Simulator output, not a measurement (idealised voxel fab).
Process module under the name voxel capacitor over wiring
235 nm wide, 5 nm square cells: that's cross-section cut.
Just so we're on the same page, the cross-sections are grids of square cells, and they're listed out in bands top to bottom, each band one or more rows deep. The band entry comprises the height of the band's top followed by the height of its bottom, expressed in nm, and subsequently the band's materials from left to right, each stated together with its width in nm. Where a single material is marked with the word "edge to edge", that material fills the band from edge to edge. The word "empty" represents empty space. Height reference: 0 = level under which incoming wafer is all one material. Lowest band: no bottom, runs on downward, e.g. "0 down". You'd read "30 to 40" like this: the band's top row of cells is as wide as the first number, its bottom row is as wide as the second, and going down, every row changes width by the same amount as the row before did. Step note "no alterations made" = no cross-section cell changed. Closed internal cavities: empty space of 8 cells or more with no open way to the top, each as width x height at its distance from the left edge, in nm. Past the settings on a step's line: simulator remark, on that step. overlay nm: on a step with a mask, how far right of its planned place the mask lay; negative means left. Reading key. Pairs: pre-step and post-step cross-section, one process step apart; post-step view only to lowest changed band. Step between + settings: beneath pair. Runs: pairs may be from different runs of this module, same starting wafer. Continuation from pair above: only where "State before" entry says.
STATE BEFORE
	0 down  Si edge to edge
	Closed internal cavities: none
POST-STEP SNAPSHOT
	10 to 0  SiO2 edge to edge
	Below a height of 0, the structure has not been altered.
	Closed internal cavities: none
The structure shown above changes from one cross-section to the other through CONFORMAL_DEP,material SiO2,thk nm 10
State before: the pre-step structure is the one depicted after the step in the pair just above.
POST-STEP SNAPSHOT
	15 to 10  TiN edge to edge
	Below a height of 10, the structure has not been altered.
	Closed internal cavities: none
The structure shown above changes from one cross-section to the other through DIRECTIONAL_DEP,material TiN,thk nm 5
State before: the pre-step structure is the one depicted after the step in the pair just above.
POST-STEP SNAPSHOT
	35 to 15  Ru edge to edge
	Below a height of 15, the structure has not been altered.
	Closed internal cavities: none
The structure shown above changes from one cross-section to the other through DIRECTIONAL_DEP,material Ru,thk nm 20
State before: the pre-step structure is the one depicted after the step in the pair just above.
POST-STEP SNAPSHOT
	35 to 15  65 empty, 25 Ru, 50 empty, 25 Ru, 70 empty
	Below a height of 15, the structure has not been altered.
	Closed internal cavities: none
The structure shown above changes from one cross-section to the other through MASKED_ETCH,tone cover,mask id METAL_1,width nm 25,pitch nm 75,etch materials Ru,depth nm 20,overlay nm 0
State before: the pre-step structure is the one depicted after the step in the pair just above.
POST-STEP SNAPSHOT
	35 to 15  65 empty, 25 Ru, 50 empty, 25 Ru, 70 empty
	15 to 10  65 empty, 25 TiN, 50 empty, 25 TiN, 70 empty
	Below a height of 10, the structure has not been altered.
	Closed internal cavities: none
The structure shown above changes from one cross-section to the other through MASKED_ETCH,tone cover,mask id METAL_1,width nm 25,pitch nm 75,etch materials TiN,depth nm 5,overlay nm 0
State before: the pre-step structure is the one depicted after the step in the pair just above.
POST-STEP SNAPSHOT
	40 to 35  lowk edge to edge
	35 to 15  65 lowk, 25 Ru, 50 lowk, 25 Ru, 70 lowk
	15 to 10  65 lowk, 25 TiN, 50 lowk, 25 TiN, 70 lowk
	Below a height of 10, the structure has not been altered.
	Closed internal cavities: none
The structure shown above changes from one cross-section to the other through FILL_DEP,material lowk,thk nm 5
State before: the pre-step structure is the one depicted after the step in the pair just above.
POST-STEP SNAPSHOT
	35 to 15  65 lowk, 25 Ru, 50 lowk, 25 Ru, 70 lowk
	Below a height of 15, the structure has not been altered.
	Closed internal cavities: none
The structure shown above changes from one cross-section to the other through CMP,height nm 35
State before: the pre-step structure is the one depicted after the step in the pair just above.
POST-STEP SNAPSHOT
	40 to 35  SiCN edge to edge
	Below a height of 35, the structure has not been altered.
	Closed internal cavities: none
The structure shown above changes from one cross-section to the other through CONFORMAL_DEP,material SiCN,thk nm 5
State before: the pre-step structure is the one depicted after the step in the pair just above.
POST-STEP SNAPSHOT
	50 to 40  SiO2 edge to edge
	Below a height of 40, the structure has not been altered.
	Closed internal cavities: none
The structure shown above changes from one cross-section to the other through DIRECTIONAL_DEP,material SiO2,thk nm 10
State before: the pre-step structure is the one depicted after the step in the pair just above.
POST-STEP SNAPSHOT
	70 to 50  75 resist, 15 empty, 145 resist
	Below a height of 50, the structure has not been altered.
	Closed internal cavities: none
The structure shown above changes from one cross-section to the other through PATTERN,tone open,mask id PLUG_1,material resist,width nm 15,thk nm 20,overlay nm 0
State before: the pre-step structure is the one depicted after the step in the pair just above.
POST-STEP SNAPSHOT
	70 to 50  75 resist, 15 empty, 145 resist
	50 to 40  75 SiO2, 15 empty, 145 SiO2
	Below a height of 40, the structure has not been altered.
	Closed internal cavities: none
The structure shown above changes from one cross-section to the other through DIRECTIONAL_ETCH,etch materials SiO2,depth nm 10
State before: the pre-step structure is the one depicted after the step in the pair just above.
POST-STEP SNAPSHOT
	70 to 50  75 resist, 15 empty, 145 resist
	50 to 40  75 SiO2, 15 empty, 145 SiO2
	40 to 35  75 SiCN, 15 empty, 145 SiCN
	Below a height of 35, the structure has not been altered.
	Closed internal cavities: none
The structure shown above changes from one cross-section to the other through DIRECTIONAL_ETCH,etch materials SiCN,depth nm 5
State before: the pre-step structure is the one depicted after the step in the pair just above.
POST-STEP SNAPSHOT
	50 to 40  75 SiO2, 15 empty, 145 SiO2
	Below a height of 40, the structure has not been altered.
	Closed internal cavities: none
The structure shown above changes from one cross-section to the other through STRIP,etch materials resist
State before: the pre-step structure is the one depicted after the step in the pair just above.
POST-STEP SNAPSHOT
	55 to 50  80 TiN, 5 empty, 150 TiN
	50 to 40  75 SiO2, 5 TiN, 5 empty, 5 TiN, 145 SiO2
	40 to 35  75 SiCN, 15 TiN, 145 SiCN
	Below a height of 35, the structure has not been altered.
	Closed internal cavities: none
The structure shown above changes from one cross-section to the other through CONFORMAL_DEP,material TiN,thk nm 5
State before: the pre-step structure is the one depicted after the step in the pair just above.
POST-STEP SNAPSHOT
	60 to 55  Ru edge to edge
	55 to 50  80 TiN, 5 Ru, 150 TiN
	50 to 40  75 SiO2, 5 TiN, 5 Ru, 5 TiN, 145 SiO2
	Below a height of 40, the structure has not been altered.
	Closed internal cavities: none
The structure shown above changes from one cross-section to the other through FILL_DEP,material Ru,thk nm 5
State before: the pre-step structure is the one depicted after the step in the pair just above.
POST-STEP SNAPSHOT
	50 to 40  75 SiO2, 5 TiN, 5 Ru, 5 TiN, 145 SiO2
	Below a height of 40, the structure has not been altered.
	Closed internal cavities: none
The structure shown above changes from one cross-section to the other through CMP,height nm 50
State before: the pre-step structure is the one depicted after the step in the pair just above.
POST-STEP SNAPSHOT
	60 to 50  TiN edge to edge
	Below a height of 50, the structure has not been altered.
	Closed internal cavities: none
The structure shown above changes from one cross-section to the other through DIRECTIONAL_DEP,material TiN,thk nm 10
State before: the pre-step structure is the one depicted after the step in the pair just above.
POST-STEP SNAPSHOT
	65 to 60  SiN edge to edge
	Below a height of 60, the structure has not been altered.
	Closed internal cavities: none
The structure shown above changes from one cross-section to the other through DIRECTIONAL_DEP,material SiN,thk nm 5
State before: the pre-step structure is the one depicted after the step in the pair just above.
POST-STEP SNAPSHOT
	75 to 65  TiN edge to edge
	Below a height of 65, the structure has not been altered.
	Closed internal cavities: none
The structure shown above changes from one cross-section to the other through DIRECTIONAL_DEP,material TiN,thk nm 10
State before: the pre-step structure is the one depicted after the step in the pair just above.
POST-STEP SNAPSHOT
	75 to 65  75 empty, 55 TiN, 105 empty
	Below a height of 65, the structure has not been altered.
	Closed internal cavities: none
The structure shown above changes from one cross-section to the other through MASKED_ETCH,tone cover,mask id UPPER_PLATE,width nm 55,etch materials TiN,depth nm 10,overlay nm 0
State before: the pre-step structure is the one depicted after the step in the pair just above.
POST-STEP SNAPSHOT
	75 to 65  75 empty, 55 TiN, 105 empty
	65 to 60  75 empty, 55 SiN, 105 empty
	Below a height of 60, the structure has not been altered.
	Closed internal cavities: none
The structure shown above changes from one cross-section to the other through MASKED_ETCH,tone cover,mask id UPPER_PLATE,width nm 55,etch materials SiN,depth nm 5,overlay nm 0
State before: the pre-step structure is the one depicted after the step in the pair just above.
POST-STEP SNAPSHOT
	95 to 75  70 empty, 65 resist, 100 empty
	75 to 65  70 empty, 5 resist, 55 TiN, 5 resist, 100 empty
	65 to 60  70 empty, 5 resist, 55 SiN, 5 resist, 100 empty
	Below a height of 60, the structure has not been altered.
	Closed internal cavities: none
The structure shown above changes from one cross-section to the other through PATTERN,tone cover,mask id LOWER_PLATE,material resist,width nm 65,thk nm 20,overlay nm 0
State before: the pre-step structure is the one depicted after the step in the pair just above.
POST-STEP SNAPSHOT
	95 to 75  70 empty, 65 resist, 100 empty
	75 to 65  70 empty, 5 resist, 55 TiN, 5 resist, 100 empty
	65 to 60  70 empty, 5 resist, 55 SiN, 5 resist, 100 empty
	60 to 50  70 empty, 65 TiN, 100 empty
	Below a height of 50, the structure has not been altered.
	Closed internal cavities: none
The structure shown above changes from one cross-section to the other through DIRECTIONAL_ETCH,etch materials TiN,depth nm 10
State before: the pre-step structure is the one depicted after the step in the pair just above.
POST-STEP SNAPSHOT
	75 to 65  75 empty, 55 TiN, 105 empty
	65 to 60  75 empty, 55 SiN, 105 empty
	Below a height of 60, the structure has not been altered.
	Closed internal cavities: none
The structure shown above changes from one cross-section to the other through STRIP,etch materials resist
State before: the pre-step structure is the one depicted after the step in the pair just above.
POST-STEP SNAPSHOT
	90 to 75  SiO2 edge to edge
	75 to 65  75 SiO2, 55 TiN, 105 SiO2
	65 to 60  75 SiO2, 55 SiN, 105 SiO2
	60 to 50  70 SiO2, 65 TiN, 100 SiO2
	Below a height of 50, the structure has not been altered.
	Closed internal cavities: none
The structure shown above changes from one cross-section to the other through FILL_DEP,material SiO2,thk nm 15
State before: the pre-step structure is the one depicted after the step in the pair just above.
POST-STEP SNAPSHOT
	85 to 75  SiO2 edge to edge
	Below a height of 75, the structure has not been altered.
	Closed internal cavities: none
The structure shown above changes from one cross-section to the other through CMP,height nm 85
State before: the pre-step structure is the one depicted after the step in the pair just above.
POST-STEP SNAPSHOT
	100 to 85  85 resist, 15 empty, 135 resist
	Below a height of 85, the structure has not been altered.
	Closed internal cavities: none
The structure shown above changes from one cross-section to the other through PATTERN,tone open,mask id PLUG_2,material resist,width nm 15,thk nm 15,overlay nm 0
State before: the pre-step structure is the one depicted after the step in the pair just above.
POST-STEP SNAPSHOT
	100 to 85  85 resist, 15 empty, 135 resist
	85 to 75  85 SiO2, 15 empty, 135 SiO2
	Below a height of 75, the structure has not been altered.
	Closed internal cavities: none
The structure shown above changes from one cross-section to the other through DIRECTIONAL_ETCH,etch materials SiO2,depth nm 10
State before: the pre-step structure is the one depicted after the step in the pair just above.
POST-STEP SNAPSHOT
	85 to 75  85 SiO2, 15 empty, 135 SiO2
	Below a height of 75, the structure has not been altered.
	Closed internal cavities: none
The structure shown above changes from one cross-section to the other through STRIP,etch materials resist
State before: the pre-step structure is the one depicted after the step in the pair just above.
POST-STEP SNAPSHOT
	90 to 85  90 TiN, 5 empty, 140 TiN
	85 to 80  85 SiO2, 5 TiN, 5 empty, 5 TiN, 135 SiO2
	80 to 75  85 SiO2, 15 TiN, 135 SiO2
	Below a height of 75, the structure has not been altered.
	Closed internal cavities: none
The structure shown above changes from one cross-section to the other through CONFORMAL_DEP,material TiN,thk nm 5
State before: the pre-step structure is the one depicted after the step in the pair just above.
POST-STEP SNAPSHOT
	95 to 90  Ru edge to edge
	90 to 85  90 TiN, 5 Ru, 140 TiN
	85 to 80  85 SiO2, 5 TiN, 5 Ru, 5 TiN, 135 SiO2
	Below a height of 80, the structure has not been altered.
	Closed internal cavities: none
The structure shown above changes from one cross-section to the other through FILL_DEP,material Ru,thk nm 5
State before: the pre-step structure is the one depicted after the step in the pair just above.
POST-STEP SNAPSHOT
	85 to 80  85 SiO2, 5 TiN, 5 Ru, 5 TiN, 135 SiO2
	Below a height of 80, the structure has not been altered.
	Closed internal cavities: none
The structure shown above changes from one cross-section to the other through CMP,height nm 85
State before: the pre-step structure is the one depicted after the step in the pair just above.
POST-STEP SNAPSHOT
	90 to 85  SiN edge to edge
	Below a height of 85, the structure has not been altered.
	Closed internal cavities: none
The structure shown above changes from one cross-section to the other through CONFORMAL_DEP,material SiN,thk nm 5
STATE BEFORE
	60 to 50  TiN edge to edge
	50 to 40  75 SiO2, 5 TiN, 5 Ru, 5 TiN, 145 SiO2
	40 to 35  75 SiCN, 15 TiN, 145 SiCN
	35 to 15  65 lowk, 25 Ru, 50 lowk, 25 Ru, 70 lowk
	15 to 10  65 lowk, 25 TiN, 50 lowk, 25 TiN, 70 lowk
	10 to 0  SiO2 edge to edge
	0 down  Si edge to edge
	Closed internal cavities: none
POST-STEP SNAPSHOT
	70 to 50  TiN edge to edge
	Below a height of 50, the structure has not been altered.
	Closed internal cavities: none
The structure shown above changes from one cross-section to the other through DIRECTIONAL_DEP,material TiN,thk nm 10
State before: the pre-step structure is the one depicted after the step in the pair just above.
POST-STEP SNAPSHOT
	70 to 60  75 empty, 55 TiN, 105 empty
	Below a height of 60, the structure has not been altered.
	Closed internal cavities: none
The structure shown above changes from one cross-section to the other through MASKED_ETCH,tone cover,mask id UPPER_PLATE,width nm 55,etch materials TiN,depth nm 10,overlay nm 0
State before: the pre-step structure is the one depicted after the step in the pair just above.
POST-STEP SNAPSHOT
	90 to 70  70 empty, 65 resist, 100 empty
	70 to 60  70 empty, 5 resist, 55 TiN, 5 resist, 100 empty
	Below a height of 60, the structure has not been altered.
	Closed internal cavities: none
The structure shown above changes from one cross-section to the other through PATTERN,tone cover,mask id LOWER_PLATE,material resist,width nm 65,thk nm 20,overlay nm 0
State before: the pre-step structure is the one depicted after the step in the pair just above.
POST-STEP SNAPSHOT
	90 to 70  70 empty, 65 resist, 100 empty
	70 to 60  70 empty, 5 resist, 55 TiN, 5 resist, 100 empty
	60 to 50  70 empty, 65 TiN, 100 empty
	Below a height of 50, the structure has not been altered.
	Closed internal cavities: none
The structure shown above changes from one cross-section to the other through DIRECTIONAL_ETCH,etch materials TiN,depth nm 10
State before: the pre-step structure is the one depicted after the step in the pair just above.
POST-STEP SNAPSHOT
	70 to 60  75 empty, 55 TiN, 105 empty
	Below a height of 60, the structure has not been altered.
	Closed internal cavities: none
The structure shown above changes from one cross-section to the other through STRIP,etch materials resist
State before: the pre-step structure is the one depicted after the step in the pair just above.
POST-STEP SNAPSHOT
	85 to 70  SiO2 edge to edge
	70 to 60  75 SiO2, 55 TiN, 105 SiO2
	60 to 50  70 SiO2, 65 TiN, 100 SiO2
	Below a height of 50, the structure has not been altered.
	Closed internal cavities: none
The structure shown above changes from one cross-section to the other through FILL_DEP,material SiO2,thk nm 15
State before: the pre-step structure is the one depicted after the step in the pair just above.
POST-STEP SNAPSHOT
	100 to 85  85 resist, 15 empty, 135 resist
	Below a height of 85, the structure has not been altered.
	Closed internal cavities: none
The structure shown above changes from one cross-section to the other through PATTERN,tone open,mask id PLUG_2,material resist,width nm 15,thk nm 15,overlay nm 0
State before: the pre-step structure is the one depicted after the step in the pair just above.
POST-STEP SNAPSHOT
	100 to 85  85 resist, 15 empty, 135 resist
	85 to 75  85 SiO2, 15 empty, 135 SiO2
	Below a height of 75, the structure has not been altered.
	Closed internal cavities: none
The structure shown above changes from one cross-section to the other through DIRECTIONAL_ETCH,etch materials SiO2,depth nm 10
State before: the pre-step structure is the one depicted after the step in the pair just above.
POST-STEP SNAPSHOT
	85 to 75  85 SiO2, 15 empty, 135 SiO2
	Below a height of 75, the structure has not been altered.
	Closed internal cavities: none
The structure shown above changes from one cross-section to the other through STRIP,etch materials resist
State before: the pre-step structure is the one depicted after the step in the pair just above.
POST-STEP SNAPSHOT
	90 to 85  90 TiN, 5 empty, 140 TiN
	85 to 80  85 SiO2, 5 TiN, 5 empty, 5 TiN, 135 SiO2
	80 to 75  85 SiO2, 15 TiN, 135 SiO2
	Below a height of 75, the structure has not been altered.
	Closed internal cavities: none
The structure shown above changes from one cross-section to the other through CONFORMAL_DEP,material TiN,thk nm 5
State before: the pre-step structure is the one depicted after the step in the pair just above.
POST-STEP SNAPSHOT
	95 to 90  Ru edge to edge
	90 to 85  90 TiN, 5 Ru, 140 TiN
	85 to 80  85 SiO2, 5 TiN, 5 Ru, 5 TiN, 135 SiO2
	Below a height of 80, the structure has not been altered.
	Closed internal cavities: none
The structure shown above changes from one cross-section to the other through FILL_DEP,material Ru,thk nm 5
State before: the pre-step structure is the one depicted after the step in the pair just above.
POST-STEP SNAPSHOT
	85 to 80  85 SiO2, 5 TiN, 5 Ru, 5 TiN, 135 SiO2
	Below a height of 80, the structure has not been altered.
	Closed internal cavities: none
The structure shown above changes from one cross-section to the other through CMP,height nm 85
State before: the pre-step structure is the one depicted after the step in the pair just above.
POST-STEP SNAPSHOT
	90 to 85  SiN edge to edge
	Below a height of 85, the structure has not been altered.
	Closed internal cavities: none
The structure shown above changes from one cross-section to the other through CONFORMAL_DEP,material SiN,thk nm 5
STATE BEFORE
	50 to 40  75 SiO2, 5 TiN, 5 Ru, 5 TiN, 145 SiO2
	40 to 35  75 SiCN, 15 TiN, 145 SiCN
	35 to 15  65 lowk, 25 Ru, 50 lowk, 25 Ru, 70 lowk
	15 to 10  65 lowk, 25 TiN, 50 lowk, 25 TiN, 70 lowk
	10 to 0  SiO2 edge to edge
	0 down  Si edge to edge
	Closed internal cavities: none
POST-STEP SNAPSHOT
	55 to 50  SiN edge to edge
	Below a height of 50, the structure has not been altered.
	Closed internal cavities: none
The structure shown above changes from one cross-section to the other through DIRECTIONAL_DEP,material SiN,thk nm 5
State before: the pre-step structure is the one depicted after the step in the pair just above.
POST-STEP SNAPSHOT
	65 to 55  TiN edge to edge
	Below a height of 55, the structure has not been altered.
	Closed internal cavities: none
The structure shown above changes from one cross-section to the other through DIRECTIONAL_DEP,material TiN,thk nm 10
State before: the pre-step structure is the one depicted after the step in the pair just above.
POST-STEP SNAPSHOT
	75 to 55  TiN edge to edge
	Below a height of 55, the structure has not been altered.
	Closed internal cavities: none
The structure shown above changes from one cross-section to the other through DIRECTIONAL_DEP,material TiN,thk nm 10
State before: the pre-step structure is the one depicted after the step in the pair just above.
POST-STEP SNAPSHOT
	75 to 65  75 empty, 55 TiN, 105 empty
	Below a height of 65, the structure has not been altered.
	Closed internal cavities: none
The structure shown above changes from one cross-section to the other through MASKED_ETCH,tone cover,mask id UPPER_PLATE,width nm 55,etch materials TiN,depth nm 10,overlay nm 0
State before: the pre-step structure is the one depicted after the step in the pair just above.
POST-STEP SNAPSHOT
	95 to 75  70 empty, 65 resist, 100 empty
	75 to 65  70 empty, 5 resist, 55 TiN, 5 resist, 100 empty
	Below a height of 65, the structure has not been altered.
	Closed internal cavities: none
The structure shown above changes from one cross-section to the other through PATTERN,tone cover,mask id LOWER_PLATE,material resist,width nm 65,thk nm 20,overlay nm 0
State before: the pre-step structure is the one depicted after the step in the pair just above.
POST-STEP SNAPSHOT
	95 to 75  70 empty, 65 resist, 100 empty
	75 to 65  70 empty, 5 resist, 55 TiN, 5 resist, 100 empty
	65 to 55  70 empty, 65 TiN, 100 empty
	Below a height of 55, the structure has not been altered.
	Closed internal cavities: none
The structure shown above changes from one cross-section to the other through DIRECTIONAL_ETCH,etch materials TiN,depth nm 10
State before: the pre-step structure is the one depicted after the step in the pair just above.
POST-STEP SNAPSHOT
	75 to 65  75 empty, 55 TiN, 105 empty
	Below a height of 65, the structure has not been altered.
	Closed internal cavities: none
The structure shown above changes from one cross-section to the other through STRIP,etch materials resist
State before: the pre-step structure is the one depicted after the step in the pair just above.
POST-STEP SNAPSHOT
	90 to 75  SiO2 edge to edge
	75 to 65  75 SiO2, 55 TiN, 105 SiO2
	65 to 55  70 SiO2, 65 TiN, 100 SiO2
	Below a height of 55, the structure has not been altered.
	Closed internal cavities: none
The structure shown above changes from one cross-section to the other through FILL_DEP,material SiO2,thk nm 15
State before: the pre-step structure is the one depicted after the step in the pair just above.
POST-STEP SNAPSHOT
	85 to 75  SiO2 edge to edge
	Below a height of 75, the structure has not been altered.
	Closed internal cavities: none
The structure shown above changes from one cross-section to the other through CMP,height nm 85
State before: the pre-step structure is the one depicted after the step in the pair just above.
POST-STEP SNAPSHOT
	100 to 85  85 resist, 15 empty, 135 resist
	Below a height of 85, the structure has not been altered.
	Closed internal cavities: none
The structure shown above changes from one cross-section to the other through PATTERN,tone open,mask id PLUG_2,material resist,width nm 15,thk nm 15,overlay nm 0
State before: the pre-step structure is the one depicted after the step in the pair just above.
POST-STEP SNAPSHOT
	100 to 85  85 resist, 15 empty, 135 resist
	85 to 75  85 SiO2, 15 empty, 135 SiO2
	Below a height of 75, the structure has not been altered.
	Closed internal cavities: none
The structure shown above changes from one cross-section to the other through DIRECTIONAL_ETCH,etch materials SiO2,depth nm 10
State before: the pre-step structure is the one depicted after the step in the pair just above.
POST-STEP SNAPSHOT
	85 to 75  85 SiO2, 15 empty, 135 SiO2
	Below a height of 75, the structure has not been altered.
	Closed internal cavities: none
The structure shown above changes from one cross-section to the other through STRIP,etch materials resist
State before: the pre-step structure is the one depicted after the step in the pair just above.
POST-STEP SNAPSHOT
	90 to 85  90 TiN, 5 empty, 140 TiN
	85 to 80  85 SiO2, 5 TiN, 5 empty, 5 TiN, 135 SiO2
	80 to 75  85 SiO2, 15 TiN, 135 SiO2
	Below a height of 75, the structure has not been altered.
	Closed internal cavities: none
The structure shown above changes from one cross-section to the other through CONFORMAL_DEP,material TiN,thk nm 5
State before: the pre-step structure is the one depicted after the step in the pair just above.
POST-STEP SNAPSHOT
	95 to 90  Ru edge to edge
	90 to 85  90 TiN, 5 Ru, 140 TiN
	85 to 80  85 SiO2, 5 TiN, 5 Ru, 5 TiN, 135 SiO2
	Below a height of 80, the structure has not been altered.
	Closed internal cavities: none
The structure shown above changes from one cross-section to the other through FILL_DEP,material Ru,thk nm 5
State before: the pre-step structure is the one depicted after the step in the pair just above.
POST-STEP SNAPSHOT
	85 to 80  85 SiO2, 5 TiN, 5 Ru, 5 TiN, 135 SiO2
	Below a height of 80, the structure has not been altered.
	Closed internal cavities: none
The structure shown above changes from one cross-section to the other through CMP,height nm 85
State before: the pre-step structure is the one depicted after the step in the pair just above.
POST-STEP SNAPSHOT
	90 to 85  SiN edge to edge
	Below a height of 85, the structure has not been altered.
	Closed internal cavities: none
The structure shown above changes from one cross-section to the other through CONFORMAL_DEP,material SiN,thk nm 5
STATE BEFORE
	0 down  Si edge to edge
	Closed internal cavities: none
POST-STEP SNAPSHOT
	15 to 0  SiO2 edge to edge
	Below a height of 0, the structure has not been altered.
	Closed internal cavities: none
The structure shown above changes from one cross-section to the other through CONFORMAL_DEP,material SiO2,thk nm 15
State before: the pre-step structure is the one depicted after the step in the pair just above.
POST-STEP SNAPSHOT
	20 to 15  TiN edge to edge
	Below a height of 15, the structure has not been altered.
	Closed internal cavities: none
The structure shown above changes from one cross-section to the other through DIRECTIONAL_DEP,material TiN,thk nm 5
State before: the pre-step structure is the one depicted after the step in the pair just above.
POST-STEP SNAPSHOT
	40 to 20  Ru edge to edge
	Below a height of 20, the structure has not been altered.
	Closed internal cavities: none
The structure shown above changes from one cross-section to the other through DIRECTIONAL_DEP,material Ru,thk nm 20
State before: the pre-step structure is the one depicted after the step in the pair just above.
POST-STEP SNAPSHOT
	40 to 20  65 empty, 25 Ru, 50 empty, 25 Ru, 70 empty
	Below a height of 20, the structure has not been altered.
	Closed internal cavities: none
The structure shown above changes from one cross-section to the other through MASKED_ETCH,tone cover,mask id METAL_1,width nm 25,pitch nm 75,etch materials Ru,depth nm 20,overlay nm 0
State before: the pre-step structure is the one depicted after the step in the pair just above.
POST-STEP SNAPSHOT
	40 to 20  65 empty, 25 Ru, 50 empty, 25 Ru, 70 empty
	20 to 15  65 empty, 25 TiN, 50 empty, 25 TiN, 70 empty
	Below a height of 15, the structure has not been altered.
	Closed internal cavities: none
The structure shown above changes from one cross-section to the other through MASKED_ETCH,tone cover,mask id METAL_1,width nm 25,pitch nm 75,etch materials TiN,depth nm 5,overlay nm 0
State before: the pre-step structure is the one depicted after the step in the pair just above.
POST-STEP SNAPSHOT
	45 to 40  lowk edge to edge
	40 to 20  65 lowk, 25 Ru, 50 lowk, 25 Ru, 70 lowk
	20 to 15  65 lowk, 25 TiN, 50 lowk, 25 TiN, 70 lowk
	Below a height of 15, the structure has not been altered.
	Closed internal cavities: none
The structure shown above changes from one cross-section to the other through FILL_DEP,material lowk,thk nm 5
State before: the pre-step structure is the one depicted after the step in the pair just above.
POST-STEP SNAPSHOT
	35 to 20  65 lowk, 25 Ru, 50 lowk, 25 Ru, 70 lowk
	Below a height of 20, the structure has not been altered.
	Closed internal cavities: none
The structure shown above changes from one cross-section to the other through CMP,height nm 35
State before: the pre-step structure is the one depicted after the step in the pair just above.
POST-STEP SNAPSHOT
	40 to 35  SiCN edge to edge
	Below a height of 35, the structure has not been altered.
	Closed internal cavities: none
The structure shown above changes from one cross-section to the other through CONFORMAL_DEP,material SiCN,thk nm 5
State before: the pre-step structure is the one depicted after the step in the pair just above.
POST-STEP SNAPSHOT
	50 to 40  SiO2 edge to edge
	Below a height of 40, the structure has not been altered.
	Closed internal cavities: none
The structure shown above changes from one cross-section to the other through DIRECTIONAL_DEP,material SiO2,thk nm 10
State before: the pre-step structure is the one depicted after the step in the pair just above.
POST-STEP SNAPSHOT
	70 to 50  75 resist, 15 empty, 145 resist
	Below a height of 50, the structure has not been altered.
	Closed internal cavities: none
The structure shown above changes from one cross-section to the other through PATTERN,tone open,mask id PLUG_1,material resist,width nm 15,thk nm 20,overlay nm 0
State before: the pre-step structure is the one depicted after the step in the pair just above.
POST-STEP SNAPSHOT
	70 to 50  75 resist, 15 empty, 145 resist
	50 to 40  75 SiO2, 15 empty, 145 SiO2
	Below a height of 40, the structure has not been altered.
	Closed internal cavities: none
The structure shown above changes from one cross-section to the other through DIRECTIONAL_ETCH,etch materials SiO2,depth nm 10
State before: the pre-step structure is the one depicted after the step in the pair just above.
POST-STEP SNAPSHOT
	70 to 50  75 resist, 15 empty, 145 resist
	50 to 40  75 SiO2, 15 empty, 145 SiO2
	40 to 35  75 SiCN, 15 empty, 145 SiCN
	Below a height of 35, the structure has not been altered.
	Closed internal cavities: none
The structure shown above changes from one cross-section to the other through DIRECTIONAL_ETCH,etch materials SiCN,depth nm 5
State before: the pre-step structure is the one depicted after the step in the pair just above.
POST-STEP SNAPSHOT
	50 to 40  75 SiO2, 15 empty, 145 SiO2
	Below a height of 40, the structure has not been altered.
	Closed internal cavities: none
The structure shown above changes from one cross-section to the other through STRIP,etch materials resist
State before: the pre-step structure is the one depicted after the step in the pair just above.
POST-STEP SNAPSHOT
	55 to 50  80 TiN, 5 empty, 150 TiN
	50 to 40  75 SiO2, 5 TiN, 5 empty, 5 TiN, 145 SiO2
	40 to 35  75 SiCN, 15 TiN, 145 SiCN
	Below a height of 35, the structure has not been altered.
	Closed internal cavities: none
The structure shown above changes from one cross-section to the other through CONFORMAL_DEP,material TiN,thk nm 5
State before: the pre-step structure is the one depicted after the step in the pair just above.
POST-STEP SNAPSHOT
	60 to 55  Ru edge to edge
	55 to 50  80 TiN, 5 Ru, 150 TiN
	50 to 40  75 SiO2, 5 TiN, 5 Ru, 5 TiN, 145 SiO2
	Below a height of 40, the structure has not been altered.
	Closed internal cavities: none
The structure shown above changes from one cross-section to the other through FILL_DEP,material Ru,thk nm 5
State before: the pre-step structure is the one depicted after the step in the pair just above.
POST-STEP SNAPSHOT
	50 to 40  75 SiO2, 5 TiN, 5 Ru, 5 TiN, 145 SiO2
	Below a height of 40, the structure has not been altered.
	Closed internal cavities: none
The structure shown above changes from one cross-section to the other through CMP,height nm 50
State before: the pre-step structure is the one depicted after the step in the pair just above.
POST-STEP SNAPSHOT
	60 to 50  TiN edge to edge
	Below a height of 50, the structure has not been altered.
	Closed internal cavities: none
The structure shown above changes from one cross-section to the other through DIRECTIONAL_DEP,material TiN,thk nm 10
State before: the pre-step structure is the one depicted after the step in the pair just above.
POST-STEP SNAPSHOT
	65 to 60  SiN edge to edge
	Below a height of 60, the structure has not been altered.
	Closed internal cavities: none
The structure shown above changes from one cross-section to the other through DIRECTIONAL_DEP,material SiN,thk nm 5
State before: the pre-step structure is the one depicted after the step in the pair just above.
POST-STEP SNAPSHOT
	75 to 65  TiN edge to edge
	Below a height of 65, the structure has not been altered.
	Closed internal cavities: none
The structure shown above changes from one cross-section to the other through DIRECTIONAL_DEP,material TiN,thk nm 10
State before: the pre-step structure is the one depicted after the step in the pair just above.
POST-STEP SNAPSHOT
	75 to 65  75 empty, 55 TiN, 105 empty
	Below a height of 65, the structure has not been altered.
	Closed internal cavities: none
The structure shown above changes from one cross-section to the other through MASKED_ETCH,tone cover,mask id UPPER_PLATE,width nm 55,etch materials TiN,depth nm 10,overlay nm 0
State before: the pre-step structure is the one depicted after the step in the pair just above.
POST-STEP SNAPSHOT
	75 to 65  75 empty, 55 TiN, 105 empty
	65 to 60  75 empty, 55 SiN, 105 empty
	Below a height of 60, the structure has not been altered.
	Closed internal cavities: none
The structure shown above changes from one cross-section to the other through MASKED_ETCH,tone cover,mask id UPPER_PLATE,width nm 55,etch materials SiN,depth nm 5,overlay nm 0
State before: the pre-step structure is the one depicted after the step in the pair just above.
POST-STEP SNAPSHOT
	95 to 75  70 empty, 65 resist, 100 empty
	75 to 65  70 empty, 5 resist, 55 TiN, 5 resist, 100 empty
	65 to 60  70 empty, 5 resist, 55 SiN, 5 resist, 100 empty
	Below a height of 60, the structure has not been altered.
	Closed internal cavities: none
The structure shown above changes from one cross-section to the other through PATTERN,tone cover,mask id LOWER_PLATE,material resist,width nm 65,thk nm 20,overlay nm 0
State before: the pre-step structure is the one depicted after the step in the pair just above.
POST-STEP SNAPSHOT
	95 to 75  70 empty, 65 resist, 100 empty
	75 to 65  70 empty, 5 resist, 55 TiN, 5 resist, 100 empty
	65 to 60  70 empty, 5 resist, 55 SiN, 5 resist, 100 empty
	60 to 50  70 empty, 65 TiN, 100 empty
	Below a height of 50, the structure has not been altered.
	Closed internal cavities: none
The structure shown above changes from one cross-section to the other through DIRECTIONAL_ETCH,etch materials TiN,depth nm 10
State before: the pre-step structure is the one depicted after the step in the pair just above.
POST-STEP SNAPSHOT
	75 to 65  75 empty, 55 TiN, 105 empty
	65 to 60  75 empty, 55 SiN, 105 empty
	Below a height of 60, the structure has not been altered.
	Closed internal cavities: none
The structure shown above changes from one cross-section to the other through STRIP,etch materials resist
